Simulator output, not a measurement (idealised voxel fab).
process module | voxel ribs on slabs
cross-section cut | 150 nm wide | cells 5 nm
A cross-section is a grid of square cells, given in bands from the top down. A band is one or more rows of cells.
Each band's line starts with the height of the band's top and of its bottom, in nm. Then come its materials from left to right, each with its width in nm. One material with "throughout" fills the band from edge to edge. "air" is empty space.
Height 0 is the level under which the wafer as received is all one material. The lowest band goes on downwards, as in "0 down".
A width such as "30 to 40" changes by the same amount from each row of cells to the next, from the band's top row to its bottom row.
"no change" after a step means that no cell of the cross-section changed.
closed voids: empty space of 8 cells or more with no open way to the top, each as width x height at its distance from the left edge, in nm
after a step's settings: what the simulator itself notes on the step
overlay nm, on a step with a mask: how far to the right of its planned place the mask lay; to the left if negative
plan
1 op RECEIVE | material Si
2 op DIRECTIONAL_DEP | material SiO2 | thk nm 25
3 op DIRECTIONAL_DEP | material polySi | thk nm 15
4 op DIRECTIONAL_DEP | material aC | thk nm 15
5 op PATTERN | tone cover | mask id RIB | material resist | width nm 20 | thk nm 30 | overlay nm 0
6 op DIRECTIONAL_ETCH | etch materials aC | depth nm 15
7 op STRIP | etch materials resist
8 op DIRECTIONAL_ETCH | etch materials polySi | depth nm 5
9 op STRIP | etch materials aC
10 op MASKED_ETCH | tone cover | mask id SLAB | width nm 70 | etch materials polySi | depth nm 10 | overlay nm 0
11 op FILL_DEP | material SiO2 | thk nm 30
12 op CMP | height nm 60
13 op DIRECTIONAL_DEP | material TiN | thk nm 10
14 op PATTERN | tone cover | mask id HEATER | material resist | width nm 30 | thk nm 15 | overlay nm 0
15 op DIRECTIONAL_ETCH | etch materials TiN | depth nm 10
16 op STRIP | etch materials resist
17 op CONFORMAL_DEP | material SiO2 | thk nm 10
first wafer, as planned
as received, after step 1
  0 down: Si throughout
  closed voids: none
after step 2
  25 to 0: SiO2 throughout
  below 0: unchanged
after step 3
  40 to 25: polySi throughout
  below 25: unchanged
after step 4
  55 to 40: aC throughout
  below 40: unchanged
after step 5
  85 to 55: air 65 | resist 20 | air 65
  below 55: unchanged
after step 6
  70 to 55: air 65 | resist 20 | air 65
  55 to 40: air 65 | aC 20 | air 65
  below 40: unchanged
after step 7
  55 to 40: air 65 | aC 20 | air 65
  below 40: unchanged
after step 8
  55 to 40: air 65 | aC 20 | air 65
  40 to 35: air 65 | polySi 20 | air 65
  below 35: unchanged
after step 9
  40 to 35: air 65 | polySi 20 | air 65
  below 35: unchanged
after step 10
  40 to 35: air 65 | polySi 20 | air 65
  35 to 25: air 40 | polySi 70 | air 40
  below 25: unchanged
after step 11
  70 to 40: SiO2 throughout
  40 to 35: SiO2 65 | polySi 20 | SiO2 65
  35 to 25: SiO2 40 | polySi 70 | SiO2 40
  below 25: unchanged
after step 12
  60 to 40: SiO2 throughout
  below 40: unchanged
after step 13
  70 to 60: TiN throughout
  below 60: unchanged
after step 14
  85 to 70: air 60 | resist 30 | air 60
  below 70: unchanged
after step 15
  85 to 70: air 60 | resist 30 | air 60
  70 to 60: air 60 | TiN 30 | air 60
  below 60: unchanged
after step 16
  70 to 60: air 60 | TiN 30 | air 60
  below 60: unchanged
after step 17
  80 to 70: air 50 | SiO2 50 | air 50
  70 to 60: SiO2 60 | TiN 30 | SiO2 60
  below 60: unchanged
second wafer: like start, like plan, one mistake. Through step 1 it matches the first wafer
when step 2 should have ended
  20 to 0: SiO2 throughout
  below 0: unchanged
when step 3 should have ended
  35 to 20: polySi throughout
  below 20: unchanged
when step 4 should have ended
  50 to 35: aC throughout
  below 35: unchanged
when step 5 should have ended
  80 to 50: air 65 | resist 20 | air 65
  below 50: unchanged
when step 6 should have ended
  65 to 50: air 65 | resist 20 | air 65
  50 to 35: air 65 | aC 20 | air 65
  below 35: unchanged
when step 7 should have ended
  50 to 35: air 65 | aC 20 | air 65
  below 35: unchanged
when step 8 should have ended
  50 to 35: air 65 | aC 20 | air 65
  35 to 30: air 65 | polySi 20 | air 65
  below 30: unchanged
when step 9 should have ended
  35 to 30: air 65 | polySi 20 | air 65
  below 30: unchanged
when step 10 should have ended
  35 to 30: air 65 | polySi 20 | air 65
  30 to 20: air 40 | polySi 70 | air 40
  below 20: unchanged
when step 11 should have ended
  65 to 35: SiO2 throughout
  35 to 30: SiO2 65 | polySi 20 | SiO2 65
  30 to 20: SiO2 40 | polySi 70 | SiO2 40
  below 20: unchanged
when step 12 should have ended
  60 to 35: SiO2 throughout
  below 35: unchanged
when step 13 should have ended
  70 to 60: TiN throughout
  below 60: unchanged
when step 14 should have ended
  85 to 70: air 60 | resist 30 | air 60
  below 70: unchanged
when step 15 should have ended
  85 to 70: air 60 | resist 30 | air 60
  70 to 60: air 60 | TiN 30 | air 60
  below 60: unchanged
when step 16 should have ended
  70 to 60: air 60 | TiN 30 | air 60
  below 60: unchanged
when step 17 should have ended
  80 to 70: air 50 | SiO2 50 | air 50
  70 to 60: SiO2 60 | TiN 30 | SiO2 60
  below 60: unchanged
what went wrong: step 2 ran as: op DIRECTIONAL_DEP | material SiO2 | thk nm 20
at the end the second wafer has, in cells: as many of each material as the first, in other places
